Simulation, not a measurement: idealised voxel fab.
This is a process module. Its name is voxel wiring stack.
Pictured: cross-section cut, 180 nm wide, on a grid of 5 nm square cells.
Think of the cross-section as a grid of square cells. We describe it in bands, top to bottom, and each band covers one or more rows of those cells.
Heights first: top, then bottom, in nm. Then materials, left to right, each with a width in nm. "full width" on a single material: fills the band edge to edge. "air": empty space.
Basically, 0 is our baseline, since under it the wafer straight out of the box is all one material. The bottom band has no lower end and keeps on going down, so it looks like "0 -> down".
So if you see something like "30 to 40" for the width, read it as the top row of the band sitting at the first number and the bottom row at the second, with every row in between moving by the same amount as the last.
Key: "remained unchanged" - step with no changed cell in the cross-section.
Enclosed voids (no open way to top), threshold 8 cells or more, entry "Voids, enclosed", notation width x height at distance, distance from left edge, nm.
On a step's line, text after the settings is the simulator commenting on that step.
"overlay nm", when on a step's line for a step with a mask, measures how far to the right of its planned place the mask lay; a negative measure means to the left.

**List of planned process steps**
1: RECEIVE,material Si
2: CONFORMAL_DEP,material SiO2,thk nm 15
3: DIRECTIONAL_DEP,material TiN,thk nm 5
4: DIRECTIONAL_DEP,material W,thk nm 20
5: DIRECTIONAL_DEP,material aC,thk nm 15
6: PATTERN,tone cover,mask id METAL_1,material resist,width nm 30,pitch nm 50,thk nm 30,overlay nm 0
7: DIRECTIONAL_ETCH,etch materials aC,depth nm 15
8: STRIP,etch materials resist
9: DIRECTIONAL_ETCH,etch materials W,depth nm 20
10: DIRECTIONAL_ETCH,etch materials TiN,depth nm 5
11: STRIP,etch materials aC
12: CONFORMAL_DEP,material SiCN,thk nm 5
13: FILL_DEP,material lowk,thk nm 10
14: CMP,height nm 40
15: CONFORMAL_DEP,material SiCN,thk nm 5
16: DIRECTIONAL_DEP,material lowk,thk nm 30
17: DIRECTIONAL_DEP,material aC,thk nm 15
18: PATTERN,tone open,mask id METAL_2_HOLES,material resist,width nm 15,pitch nm 50,thk nm 35,overlay nm 0
19: DIRECTIONAL_ETCH,etch materials aC,depth nm 15
20: STRIP,etch materials resist
21: DIRECTIONAL_ETCH,etch materials lowk,depth nm 30
22: STRIP,etch materials aC
23: MASKED_ETCH,tone open,mask id METAL_2,width nm 30,pitch nm 50,etch materials lowk,depth nm 15,overlay nm 0
24: MASKED_ETCH,tone open,mask id METAL_2,width nm 30,pitch nm 50,etch materials SiCN,depth nm 5,overlay nm 0
25: CONFORMAL_DEP,material TiN,thk nm 5
26: FILL_DEP,material Cu,thk nm 5
27: CMP,height nm 75
28: CONFORMAL_DEP,material SiCN,thk nm 5
29: DIRECTIONAL_DEP,material SiO2,thk nm 20
30: DIRECTIONAL_DEP,material aC,thk nm 15
31: PATTERN,tone open,mask id PLUG_2,material resist,width nm 15,pitch nm 100,thk nm 30,overlay nm 0
32: DIRECTIONAL_ETCH,etch materials aC,depth nm 15
33: STRIP,etch materials resist
34: DIRECTIONAL_ETCH,etch materials SiO2,depth nm 20
35: DIRECTIONAL_ETCH,etch materials SiCN,depth nm 5
36: STRIP,etch materials aC
37: CONFORMAL_DEP,material TiN,thk nm 5
38: FILL_DEP,material W,thk nm 10
39: CMP,height nm 100
40: CONFORMAL_DEP,material SiN,thk nm 5
41: DIRECTIONAL_DEP,material SiO2,thk nm 25
42: DIRECTIONAL_DEP,material aC,thk nm 10
43: PATTERN,tone open,mask id METAL_3,material resist,width nm 30,pitch nm 50,thk nm 25,overlay nm 0
44: DIRECTIONAL_ETCH,etch materials aC,depth nm 10
45: STRIP,etch materials resist
46: DIRECTIONAL_ETCH,etch materials SiO2,depth nm 25
47: DIRECTIONAL_ETCH,etch materials SiN,depth nm 5
48: STRIP,etch materials aC
49: CONFORMAL_DEP,material TiN,thk nm 5
50: FILL_DEP,material Cu,thk nm 5
51: CMP,height nm 130
52: EPI,material Ru,thk nm 5
53: FILL_DEP,material SiCN,thk nm 5
54: DIRECTIONAL_DEP,material SiO2,thk nm 15
55: MASKED_ETCH,tone open,mask id PLUG_3,width nm 15,pitch nm 50,etch materials SiO2,depth nm 15,overlay nm 0
56: MASKED_ETCH,tone open,mask id PLUG_3,width nm 15,pitch nm 50,etch materials SiCN,depth nm 5,overlay nm 0
57: CONFORMAL_DEP,material TiN,thk nm 5
58: FILL_DEP,material Cu,thk nm 10
59: CMP,height nm 155
60: CONFORMAL_DEP,material SiN,thk nm 5
61: DIRECTIONAL_DEP,material lowk,thk nm 20
62: PATTERN,tone open,mask id METAL_4,material resist,width nm 30,pitch nm 50,thk nm 15,overlay nm 0
63: DIRECTIONAL_ETCH,etch materials lowk,depth nm 20
64: DIRECTIONAL_ETCH,etch materials SiN,depth nm 5
65: STRIP,etch materials resist
66: CONFORMAL_DEP,material TiN,thk nm 5
67: FILL_DEP,material W,thk nm 10
68: CMP,height nm 180
69: CONFORMAL_DEP,material SiCN,thk nm 5

**The first wafer of two, processed as planned**

**As received (post step 1): cross-section**
* 0 -> down | Si full width
* Voids, enclosed: none

**Sectional view: wafer, after step 2**
* 15 -> 0 | SiO2 full width
* Below 0, the layers are the same as they were.

**Sectional view: wafer, after step 3**
* 20 -> 15 | TiN full width
* Below 15, the layers are the same as they were.

**Sectional view: wafer, after step 4**
* 40 -> 20 | W full width
* Below 20, the layers are the same as they were.

**Sectional view: wafer, after step 5**
* 55 -> 40 | aC full width
* Below 40, the layers are the same as they were.

**Sectional view: wafer, after step 6**
* 85 -> 55 | air=25  resist=30  air=20  resist=30  air=20  resist=30  air=25
* Below 55, the layers are the same as they were.

**Sectional view: wafer, after step 7**
* 70 -> 55 | air=25  resist=30  air=20  resist=30  air=20  resist=30  air=25
* 55 -> 40 | air=25  aC=30  air=20  aC=30  air=20  aC=30  air=25
* Below 40, the layers are the same as they were.

**Sectional view: wafer, after step 8**
* 55 -> 40 | air=25  aC=30  air=20  aC=30  air=20  aC=30  air=25
* Below 40, the layers are the same as they were.

**Sectional view: wafer, after step 9**
* 55 -> 40 | air=25  aC=30  air=20  aC=30  air=20  aC=30  air=25
* 40 -> 20 | air=25  W=30  air=20  W=30  air=20  W=30  air=25
* Below 20, the layers are the same as they were.

**Sectional view: wafer, after step 10**
* 55 -> 40 | air=25  aC=30  air=20  aC=30  air=20  aC=30  air=25
* 40 -> 20 | air=25  W=30  air=20  W=30  air=20  W=30  air=25
* 20 -> 15 | air=25  TiN=30  air=20  TiN=30  air=20  TiN=30  air=25
* Below 15, the layers are the same as they were.

**Sectional view: wafer, after step 11**
* 40 -> 20 | air=25  W=30  air=20  W=30  air=20  W=30  air=25
* Below 20, the layers are the same as they were.

**Sectional view: wafer, after step 12**
* 45 -> 40 | air=20  SiCN=40  air=10  SiCN=40  air=10  SiCN=40  air=20
* 40 -> 20 | air=20  SiCN=5  W=30  SiCN=5  air=10  SiCN=5  W=30  SiCN=5  air=10  SiCN=5  W=30  SiCN=5  air=20
* 20 -> 15 | SiCN=25  TiN=30  SiCN=20  TiN=30  SiCN=20  TiN=30  SiCN=25
* Below 15, the layers are the same as they were.

**Sectional view: wafer, after step 13**
* 55 -> 45 | lowk full width
* 45 -> 40 | lowk=20  SiCN=40  lowk=10  SiCN=40  lowk=10  SiCN=40  lowk=20
* 40 -> 20 | lowk=20  SiCN=5  W=30  SiCN=5  lowk=10  SiCN=5  W=30  SiCN=5  lowk=10  SiCN=5  W=30  SiCN=5  lowk=20
* Below 20, the layers are the same as they were.

**Sectional view: wafer, after step 14**
* 40 -> 20 | lowk=20  SiCN=5  W=30  SiCN=5  lowk=10  SiCN=5  W=30  SiCN=5  lowk=10  SiCN=5  W=30  SiCN=5  lowk=20
* Below 20, the layers are the same as they were.

**Sectional view: wafer, after step 15**
* 45 -> 40 | SiCN full width
* Below 40, the layers are the same as they were.

**Sectional view: wafer, after step 16**
* 75 -> 45 | lowk full width
* Below 45, the layers are the same as they were.

**Sectional view: wafer, after step 17**
* 90 -> 75 | aC full width
* Below 75, the layers are the same as they were.

**Sectional view: wafer, after step 18**
* 125 -> 90 | resist=25  air=15  resist=35  air=15  resist=35  air=15  resist=40
* Below 90, the layers are the same as they were.

**Sectional view: wafer, after step 19**
* 110 -> 90 | resist=25  air=15  resist=35  air=15  resist=35  air=15  resist=40
* 90 -> 75 | aC=25  air=15  aC=35  air=15  aC=35  air=15  aC=40
* Below 75, the layers are the same as they were.

**Sectional view: wafer, after step 20**
* 90 -> 75 | aC=25  air=15  aC=35  air=15  aC=35  air=15  aC=40
* Below 75, the layers are the same as they were.

**Sectional view: wafer, after step 21**
* 90 -> 75 | aC=25  air=15  aC=35  air=15  aC=35  air=15  aC=40
* 75 -> 45 | lowk=25  air=15  lowk=35  air=15  lowk=35  air=15  lowk=40
* Below 45, the layers are the same as they were.

**Sectional view: wafer, after step 22**
* 75 -> 45 | lowk=25  air=15  lowk=35  air=15  lowk=35  air=15  lowk=40
* Below 45, the layers are the same as they were.

**Sectional view: wafer, after step 23**
* 75 -> 60 | lowk=25  air=30  lowk=20  air=30  lowk=20  air=30  lowk=25
* Below 60, the layers are the same as they were.

**Sectional view: wafer, after step 24**
* 75 -> 60 | lowk=25  air=30  lowk=20  air=30  lowk=20  air=30  lowk=25
* 60 -> 45 | lowk=25  air=15  lowk=35  air=15  lowk=35  air=15  lowk=40
* 45 -> 40 | SiCN=25  air=15  SiCN=35  air=15  SiCN=35  air=15  SiCN=40
* Below 40, the layers are the same as they were.

**Sectional view: wafer, after step 25**
* 80 -> 75 | TiN=30  air=20  TiN=30  air=20  TiN=30  air=20  TiN=30
* 75 -> 65 | lowk=25  TiN=5  air=20  TiN=5  lowk=20  TiN=5  air=20  TiN=5  lowk=20  TiN=5  air=20  TiN=5  lowk=25
* 65 -> 60 | lowk=25  TiN=5  air=5  TiN=20  lowk=20  TiN=5  air=5  TiN=20  lowk=20  TiN=5  air=5  TiN=20  lowk=25
* 60 -> 45 | lowk=25  TiN=5  air=5  TiN=5  lowk=35  TiN=5  air=5  TiN=5  lowk=35  TiN=5  air=5  TiN=5  lowk=40
* 45 -> 40 | SiCN=25  TiN=15  SiCN=35  TiN=15  SiCN=35  TiN=15  SiCN=40
* Below 40, the layers are the same as they were.

**Sectional view: wafer, after step 26**
* 85 -> 80 | Cu full width
* 80 -> 75 | TiN=30  Cu=20  TiN=30  Cu=20  TiN=30  Cu=20  TiN=30
* 75 -> 65 | lowk=25  TiN=5  Cu=20  TiN=5  lowk=20  TiN=5  Cu=20  TiN=5  lowk=20  TiN=5  Cu=20  TiN=5  lowk=25
* 65 -> 60 | lowk=25  TiN=5  Cu=5  TiN=20  lowk=20  TiN=5  Cu=5  TiN=20  lowk=20  TiN=5  Cu=5  TiN=20  lowk=25
* 60 -> 45 | lowk=25  TiN=5  Cu=5  TiN=5  lowk=35  TiN=5  Cu=5  TiN=5  lowk=35  TiN=5  Cu=5  TiN=5  lowk=40
* Below 45, the layers are the same as they were.

**Sectional view: wafer, after step 27**
* 75 -> 65 | lowk=25  TiN=5  Cu=20  TiN=5  lowk=20  TiN=5  Cu=20  TiN=5  lowk=20  TiN=5  Cu=20  TiN=5  lowk=25
* Below 65, the layers are the same as they were.

**Sectional view: wafer, after step 28**
* 80 -> 75 | SiCN full width
* Below 75, the layers are the same as they were.

**Sectional view: wafer, after step 29**
* 100 -> 80 | SiO2 full width
* Below 80, the layers are the same as they were.

**Sectional view: wafer, after step 30**
* 115 -> 100 | aC full width
* Below 100, the layers are the same as they were.

**Sectional view: wafer, after step 31**
* 145 -> 115 | resist=25  air=15  resist=85  air=15  resist=40
* Below 115, the layers are the same as they were.

**Sectional view: wafer, after step 32**
* 130 -> 115 | resist=25  air=15  resist=85  air=15  resist=40
* 115 -> 100 | aC=25  air=15  aC=85  air=15  aC=40
* Below 100, the layers are the same as they were.

**Sectional view: wafer, after step 33**
* 115 -> 100 | aC=25  air=15  aC=85  air=15  aC=40
* Below 100, the layers are the same as they were.

**Sectional view: wafer, after step 34**
* 115 -> 100 | aC=25  air=15  aC=85  air=15  aC=40
* 100 -> 80 | SiO2=25  air=15  SiO2=85  air=15  SiO2=40
* Below 80, the layers are the same as they were.

**Sectional view: wafer, after step 35**
* 115 -> 100 | aC=25  air=15  aC=85  air=15  aC=40
* 100 -> 80 | SiO2=25  air=15  SiO2=85  air=15  SiO2=40
* 80 -> 75 | SiCN=25  air=15  SiCN=85  air=15  SiCN=40
* Below 75, the layers are the same as they were.

**Sectional view: wafer, after step 36**
* 100 -> 80 | SiO2=25  air=15  SiO2=85  air=15  SiO2=40
* Below 80, the layers are the same as they were.

**Sectional view: wafer, after step 37**
* 105 -> 100 | TiN=30  air=5  TiN=95  air=5  TiN=45
* 100 -> 80 | SiO2=25  TiN=5  air=5  TiN=5  SiO2=85  TiN=5  air=5  TiN=5  SiO2=40
* 80 -> 75 | SiCN=25  TiN=15  SiCN=85  TiN=15  SiCN=40
* Below 75, the layers are the same as they were.

**Sectional view: wafer, after step 38**
* 115 -> 105 | W full width
* 105 -> 100 | TiN=30  W=5  TiN=95  W=5  TiN=45
* 100 -> 80 | SiO2=25  TiN=5  W=5  TiN=5  SiO2=85  TiN=5  W=5  TiN=5  SiO2=40
* Below 80, the layers are the same as they were.

**Sectional view: wafer, after step 39**
* 100 -> 80 | SiO2=25  TiN=5  W=5  TiN=5  SiO2=85  TiN=5  W=5  TiN=5  SiO2=40
* Below 80, the layers are the same as they were.

**Sectional view: wafer, after step 40**
* 105 -> 100 | SiN full width
* Below 100, the layers are the same as they were.

**Sectional view: wafer, after step 41**
* 130 -> 105 | SiO2 full width
* Below 105, the layers are the same as they were.

**Sectional view: wafer, after step 42**
* 140 -> 130 | aC full width
* Below 130, the layers are the same as they were.

**Sectional view: wafer, after step 43**
* 165 -> 140 | resist=25  air=30  resist=20  air=30  resist=20  air=30  resist=25
* Below 140, the layers are the same as they were.

**Sectional view: wafer, after step 44**
* 155 -> 140 | resist=25  air=30  resist=20  air=30  resist=20  air=30  resist=25
* 140 -> 130 | aC=25  air=30  aC=20  air=30  aC=20  air=30  aC=25
* Below 130, the layers are the same as they were.

**Sectional view: wafer, after step 45**
* 140 -> 130 | aC=25  air=30  aC=20  air=30  aC=20  air=30  aC=25
* Below 130, the layers are the same as they were.

**Sectional view: wafer, after step 46**
* 140 -> 130 | aC=25  air=30  aC=20  air=30  aC=20  air=30  aC=25
* 130 -> 105 | SiO2=25  air=30  SiO2=20  air=30  SiO2=20  air=30  SiO2=25
* Below 105, the layers are the same as they were.

**Sectional view: wafer, after step 47**
* 140 -> 130 | aC=25  air=30  aC=20  air=30  aC=20  air=30  aC=25
* 130 -> 105 | SiO2=25  air=30  SiO2=20  air=30  SiO2=20  air=30  SiO2=25
* 105 -> 100 | SiN=25  air=30  SiN=20  air=30  SiN=20  air=30  SiN=25
* Below 100, the layers are the same as they were.

**Sectional view: wafer, after step 48**
* 130 -> 105 | SiO2=25  air=30  SiO2=20  air=30  SiO2=20  air=30  SiO2=25
* Below 105, the layers are the same as they were.

**Sectional view: wafer, after step 49**
* 135 -> 130 | TiN=30  air=20  TiN=30  air=20  TiN=30  air=20  TiN=30
* 130 -> 105 | SiO2=25  TiN=5  air=20  TiN=5  SiO2=20  TiN=5  air=20  TiN=5  SiO2=20  TiN=5  air=20  TiN=5  SiO2=25
* 105 -> 100 | SiN=25  TiN=30  SiN=20  TiN=30  SiN=20  TiN=30  SiN=25
* Below 100, the layers are the same as they were.

**Sectional view: wafer, after step 50**
* 140 -> 135 | Cu full width
* 135 -> 130 | TiN=30  Cu=20  TiN=30  Cu=20  TiN=30  Cu=20  TiN=30
* 130 -> 105 | SiO2=25  TiN=5  Cu=20  TiN=5  SiO2=20  TiN=5  Cu=20  TiN=5  SiO2=20  TiN=5  Cu=20  TiN=5  SiO2=25
* Below 105, the layers are the same as they were.

**Sectional view: wafer, after step 51**
* 130 -> 105 | SiO2=25  TiN=5  Cu=20  TiN=5  SiO2=20  TiN=5  Cu=20  TiN=5  SiO2=20  TiN=5  Cu=20  TiN=5  SiO2=25
* Below 105, the layers are the same as they were.

**Sectional view: wafer, after step 52**
* 135 -> 130 | air=20  Ru=40  air=10  Ru=40  air=10  Ru=40  air=20
* Below 130, the layers are the same as they were.

**Sectional view: wafer, after step 53**
* 140 -> 135 | SiCN full width
* 135 -> 130 | SiCN=20  Ru=40  SiCN=10  Ru=40  SiCN=10  Ru=40  SiCN=20
* Below 130, the layers are the same as they were.

**Sectional view: wafer, after step 54**
* 155 -> 140 | SiO2 full width
* Below 140, the layers are the same as they were.

**Sectional view: wafer, after step 55**
* 155 -> 140 | SiO2=25  air=15  SiO2=35  air=15  SiO2=35  air=15  SiO2=40
* Below 140, the layers are the same as they were.

**Sectional view: wafer, after step 56**
* 155 -> 140 | SiO2=25  air=15  SiO2=35  air=15  SiO2=35  air=15  SiO2=40
* 140 -> 135 | SiCN=25  air=15  SiCN=35  air=15  SiCN=35  air=15  SiCN=40
* Below 135, the layers are the same as they were.

**Sectional view: wafer, after step 57**
* 160 -> 155 | TiN=30  air=5  TiN=45  air=5  TiN=45  air=5  TiN=45
* 155 -> 140 | SiO2=25  TiN=5  air=5  TiN=5  SiO2=35  TiN=5  air=5  TiN=5  SiO2=35  TiN=5  air=5  TiN=5  SiO2=40
* 140 -> 135 | SiCN=25  TiN=15  SiCN=35  TiN=15  SiCN=35  TiN=15  SiCN=40
* Below 135, the layers are the same as they were.

**Sectional view: wafer, after step 58**
* 170 -> 160 | Cu full width
* 160 -> 155 | TiN=30  Cu=5  TiN=45  Cu=5  TiN=45  Cu=5  TiN=45
* 155 -> 140 | SiO2=25  TiN=5  Cu=5  TiN=5  SiO2=35  TiN=5  Cu=5  TiN=5  SiO2=35  TiN=5  Cu=5  TiN=5  SiO2=40
* Below 140, the layers are the same as they were.

**Sectional view: wafer, after step 59**
* 155 -> 140 | SiO2=25  TiN=5  Cu=5  TiN=5  SiO2=35  TiN=5  Cu=5  TiN=5  SiO2=35  TiN=5  Cu=5  TiN=5  SiO2=40
* Below 140, the layers are the same as they were.

**Sectional view: wafer, after step 60**
* 160 -> 155 | SiN full width
* Below 155, the layers are the same as they were.

**Sectional view: wafer, after step 61**
* 180 -> 160 | lowk full width
* Below 160, the layers are the same as they were.

**Sectional view: wafer, after step 62**
* 195 -> 180 | resist=25  air=30  resist=20  air=30  resist=20  air=30  resist=25
* Below 180, the layers are the same as they were.

**Sectional view: wafer, after step 63**
* 195 -> 180 | resist=25  air=30  resist=20  air=30  resist=20  air=30  resist=25
* 180 -> 160 | lowk=25  air=30  lowk=20  air=30  lowk=20  air=30  lowk=25
* Below 160, the layers are the same as they were.

**Sectional view: wafer, after step 64**
* 195 -> 180 | resist=25  air=30  resist=20  air=30  resist=20  air=30  resist=25
* 180 -> 160 | lowk=25  air=30  lowk=20  air=30  lowk=20  air=30  lowk=25
* 160 -> 155 | SiN=25  air=30  SiN=20  air=30  SiN=20  air=30  SiN=25
* Below 155, the layers are the same as they were.

**Sectional view: wafer, after step 65**
* 180 -> 160 | lowk=25  air=30  lowk=20  air=30  lowk=20  air=30  lowk=25
* Below 160, the layers are the same as they were.

**Sectional view: wafer, after step 66**
* 185 -> 180 | TiN=30  air=20  TiN=30  air=20  TiN=30  air=20  TiN=30
* 180 -> 160 | lowk=25  TiN=5  air=20  TiN=5  lowk=20  TiN=5  air=20  TiN=5  lowk=20  TiN=5  air=20  TiN=5  lowk=25
* 160 -> 155 | SiN=25  TiN=30  SiN=20  TiN=30  SiN=20  TiN=30  SiN=25
* Below 155, the layers are the same as they were.

**Sectional view: wafer, after step 67**
* 195 -> 185 | W full width
* 185 -> 180 | TiN=30  W=20  TiN=30  W=20  TiN=30  W=20  TiN=30
* 180 -> 160 | lowk=25  TiN=5  W=20  TiN=5  lowk=20  TiN=5  W=20  TiN=5  lowk=20  TiN=5  W=20  TiN=5  lowk=25
* Below 160, the layers are the same as they were.

**Sectional view: wafer, after step 68**
* 180 -> 160 | lowk=25  TiN=5  W=20  TiN=5  lowk=20  TiN=5  W=20  TiN=5  lowk=20  TiN=5  W=20  TiN=5  lowk=25
* Below 160, the layers are the same as they were.

**Sectional view: wafer, after step 69**
* 185 -> 180 | SiCN full width
* Below 180, the layers are the same as they were.

**Notes, second wafer: start = first wafer's, plan = first wafer's, execution had one mistake; history identical to first through step 36**

**What the second wafer looks like in cross-section when step 37 should have wrapped up**
* 105 -> 100 | Ru=30  air=5  Ru=95  air=5  Ru=45
* 100 -> 80 | SiO2=25  Ru=5  air=5  Ru=5  SiO2=85  Ru=5  air=5  Ru=5  SiO2=40
* 80 -> 75 | SiCN=25  Ru=15  SiCN=85  Ru=15  SiCN=40
* Below 75, the layers are the same as they were.

**What the second wafer looks like in cross-section when step 38 should have wrapped up**
* 115 -> 105 | W full width
* 105 -> 100 | Ru=30  W=5  Ru=95  W=5  Ru=45
* 100 -> 80 | SiO2=25  Ru=5  W=5  Ru=5  SiO2=85  Ru=5  W=5  Ru=5  SiO2=40
* Below 80, the layers are the same as they were.

**What the second wafer looks like in cross-section when step 39 should have wrapped up**
* 100 -> 80 | SiO2=25  Ru=5  W=5  Ru=5  SiO2=85  Ru=5  W=5  Ru=5  SiO2=40
* Below 80, the layers are the same as they were.

**What the second wafer looks like in cross-section when step 40 should have wrapped up**
* 105 -> 100 | SiN full width
* Below 100, the layers are the same as they were.

**What the second wafer looks like in cross-section when step 41 should have wrapped up**
* 130 -> 105 | SiO2 full width
* Below 105, the layers are the same as they were.

**What the second wafer looks like in cross-section when step 42 should have wrapped up**
* 140 -> 130 | aC full width
* Below 130, the layers are the same as they were.

**What the second wafer looks like in cross-section when step 43 should have wrapped up**
* 165 -> 140 | resist=25  air=30  resist=20  air=30  resist=20  air=30  resist=25
* Below 140, the layers are the same as they were.

**What the second wafer looks like in cross-section when step 44 should have wrapped up**
* 155 -> 140 | resist=25  air=30  resist=20  air=30  resist=20  air=30  resist=25
* 140 -> 130 | aC=25  air=30  aC=20  air=30  aC=20  air=30  aC=25
* Below 130, the layers are the same as they were.

**What the second wafer looks like in cross-section when step 45 should have wrapped up**
* 140 -> 130 | aC=25  air=30  aC=20  air=30  aC=20  air=30  aC=25
* Below 130, the layers are the same as they were.

**What the second wafer looks like in cross-section when step 46 should have wrapped up**
* 140 -> 130 | aC=25  air=30  aC=20  air=30  aC=20  air=30  aC=25
* 130 -> 105 | SiO2=25  air=30  SiO2=20  air=30  SiO2=20  air=30  SiO2=25
* Below 105, the layers are the same as they were.

**What the second wafer looks like in cross-section when step 47 should have wrapped up**
* 140 -> 130 | aC=25  air=30  aC=20  air=30  aC=20  air=30  aC=25
* 130 -> 105 | SiO2=25  air=30  SiO2=20  air=30  SiO2=20  air=30  SiO2=25
* 105 -> 100 | SiN=25  air=30  SiN=20  air=30  SiN=20  air=30  SiN=25
* Below 100, the layers are the same as they were.

**What the second wafer looks like in cross-section when step 48 should have wrapped up**
* 130 -> 105 | SiO2=25  air=30  SiO2=20  air=30  SiO2=20  air=30  SiO2=25
* Below 105, the layers are the same as they were.

**What the second wafer looks like in cross-section when step 49 should have wrapped up**
* 135 -> 130 | TiN=30  air=20  TiN=30  air=20  TiN=30  air=20  TiN=30
* 130 -> 105 | SiO2=25  TiN=5  air=20  TiN=5  SiO2=20  TiN=5  air=20  TiN=5  SiO2=20  TiN=5  air=20  TiN=5  SiO2=25
* 105 -> 100 | SiN=25  TiN=30  SiN=20  TiN=30  SiN=20  TiN=30  SiN=25
* Below 100, the layers are the same as they were.

**What the second wafer looks like in cross-section when step 50 should have wrapped up**
* 140 -> 135 | Cu full width
* 135 -> 130 | TiN=30  Cu=20  TiN=30  Cu=20  TiN=30  Cu=20  TiN=30
* 130 -> 105 | SiO2=25  TiN=5  Cu=20  TiN=5  SiO2=20  TiN=5  Cu=20  TiN=5  SiO2=20  TiN=5  Cu=20  TiN=5  SiO2=25
* Below 105, the layers are the same as they were.

**What the second wafer looks like in cross-section when step 51 should have wrapped up**
* 130 -> 105 | SiO2=25  TiN=5  Cu=20  TiN=5  SiO2=20  TiN=5  Cu=20  TiN=5  SiO2=20  TiN=5  Cu=20  TiN=5  SiO2=25
* Below 105, the layers are the same as they were.

**What the second wafer looks like in cross-section when step 52 should have wrapped up**
* 135 -> 130 | air=20  Ru=40  air=10  Ru=40  air=10  Ru=40  air=20
* Below 130, the layers are the same as they were.

**What the second wafer looks like in cross-section when step 53 should have wrapped up**
* 140 -> 135 | SiCN full width
* 135 -> 130 | SiCN=20  Ru=40  SiCN=10  Ru=40  SiCN=10  Ru=40  SiCN=20
* Below 130, the layers are the same as they were.

**What the second wafer looks like in cross-section when step 54 should have wrapped up**
* 155 -> 140 | SiO2 full width
* Below 140, the layers are the same as they were.

**What the second wafer looks like in cross-section when step 55 should have wrapped up**
* 155 -> 140 | SiO2=25  air=15  SiO2=35  air=15  SiO2=35  air=15  SiO2=40
* Below 140, the layers are the same as they were.

**What the second wafer looks like in cross-section when step 56 should have wrapped up**
* 155 -> 140 | SiO2=25  air=15  SiO2=35  air=15  SiO2=35  air=15  SiO2=40
* 140 -> 135 | SiCN=25  air=15  SiCN=35  air=15  SiCN=35  air=15  SiCN=40
* Below 135, the layers are the same as they were.

**What the second wafer looks like in cross-section when step 57 should have wrapped up**
* 160 -> 155 | TiN=30  air=5  TiN=45  air=5  TiN=45  air=5  TiN=45
* 155 -> 140 | SiO2=25  TiN=5  air=5  TiN=5  SiO2=35  TiN=5  air=5  TiN=5  SiO2=35  TiN=5  air=5  TiN=5  SiO2=40
* 140 -> 135 | SiCN=25  TiN=15  SiCN=35  TiN=15  SiCN=35  TiN=15  SiCN=40
* Below 135, the layers are the same as they were.

**What the second wafer looks like in cross-section when step 58 should have wrapped up**
* 170 -> 160 | Cu full width
* 160 -> 155 | TiN=30  Cu=5  TiN=45  Cu=5  TiN=45  Cu=5  TiN=45
* 155 -> 140 | SiO2=25  TiN=5  Cu=5  TiN=5  SiO2=35  TiN=5  Cu=5  TiN=5  SiO2=35  TiN=5  Cu=5  TiN=5  SiO2=40
* Below 140, the layers are the same as they were.

**What the second wafer looks like in cross-section when step 59 should have wrapped up**
* 155 -> 140 | SiO2=25  TiN=5  Cu=5  TiN=5  SiO2=35  TiN=5  Cu=5  TiN=5  SiO2=35  TiN=5  Cu=5  TiN=5  SiO2=40
* Below 140, the layers are the same as they were.

**What the second wafer looks like in cross-section when step 60 should have wrapped up**
* 160 -> 155 | SiN full width
* Below 155, the layers are the same as they were.

**What the second wafer looks like in cross-section when step 61 should have wrapped up**
* 180 -> 160 | lowk full width
* Below 160, the layers are the same as they were.

**What the second wafer looks like in cross-section when step 62 should have wrapped up**
* 195 -> 180 | resist=25  air=30  resist=20  air=30  resist=20  air=30  resist=25
* Below 180, the layers are the same as they were.

**What the second wafer looks like in cross-section when step 63 should have wrapped up**
* 195 -> 180 | resist=25  air=30  resist=20  air=30  resist=20  air=30  resist=25
* 180 -> 160 | lowk=25  air=30  lowk=20  air=30  lowk=20  air=30  lowk=25
* Below 160, the layers are the same as they were.

**What the second wafer looks like in cross-section when step 64 should have wrapped up**
* 195 -> 180 | resist=25  air=30  resist=20  air=30  resist=20  air=30  resist=25
* 180 -> 160 | lowk=25  air=30  lowk=20  air=30  lowk=20  air=30  lowk=25
* 160 -> 155 | SiN=25  air=30  SiN=20  air=30  SiN=20  air=30  SiN=25
* Below 155, the layers are the same as they were.

**What the second wafer looks like in cross-section when step 65 should have wrapped up**
* 180 -> 160 | lowk=25  air=30  lowk=20  air=30  lowk=20  air=30  lowk=25
* Below 160, the layers are the same as they were.

**What the second wafer looks like in cross-section when step 66 should have wrapped up**
* 185 -> 180 | TiN=30  air=20  TiN=30  air=20  TiN=30  air=20  TiN=30
* 180 -> 160 | lowk=25  TiN=5  air=20  TiN=5  lowk=20  TiN=5  air=20  TiN=5  lowk=20  TiN=5  air=20  TiN=5  lowk=25
* 160 -> 155 | SiN=25  TiN=30  SiN=20  TiN=30  SiN=20  TiN=30  SiN=25
* Below 155, the layers are the same as they were.

**What the second wafer looks like in cross-section when step 67 should have wrapped up**
* 195 -> 185 | W full width
* 185 -> 180 | TiN=30  W=20  TiN=30  W=20  TiN=30  W=20  TiN=30
* 180 -> 160 | lowk=25  TiN=5  W=20  TiN=5  lowk=20  TiN=5  W=20  TiN=5  lowk=20  TiN=5  W=20  TiN=5  lowk=25
* Below 160, the layers are the same as they were.

**What the second wafer looks like in cross-section when step 68 should have wrapped up**
* 180 -> 160 | lowk=25  TiN=5  W=20  TiN=5  lowk=20  TiN=5  W=20  TiN=5  lowk=20  TiN=5  W=20  TiN=5  lowk=25
* Below 160, the layers are the same as they were.

**What the second wafer looks like in cross-section when step 69 should have wrapped up**
* 185 -> 180 | SiCN full width
* Below 180, the layers are the same as they were.
what went wrong: step 37 was processed under conditions differing from the plan, specifically as CONFORMAL_DEP,material Ru,thk nm 5
Per the end-of-run cell counts, the second wafer holds more or fewer of some materials than the first: +22 Ru, -22 TiN
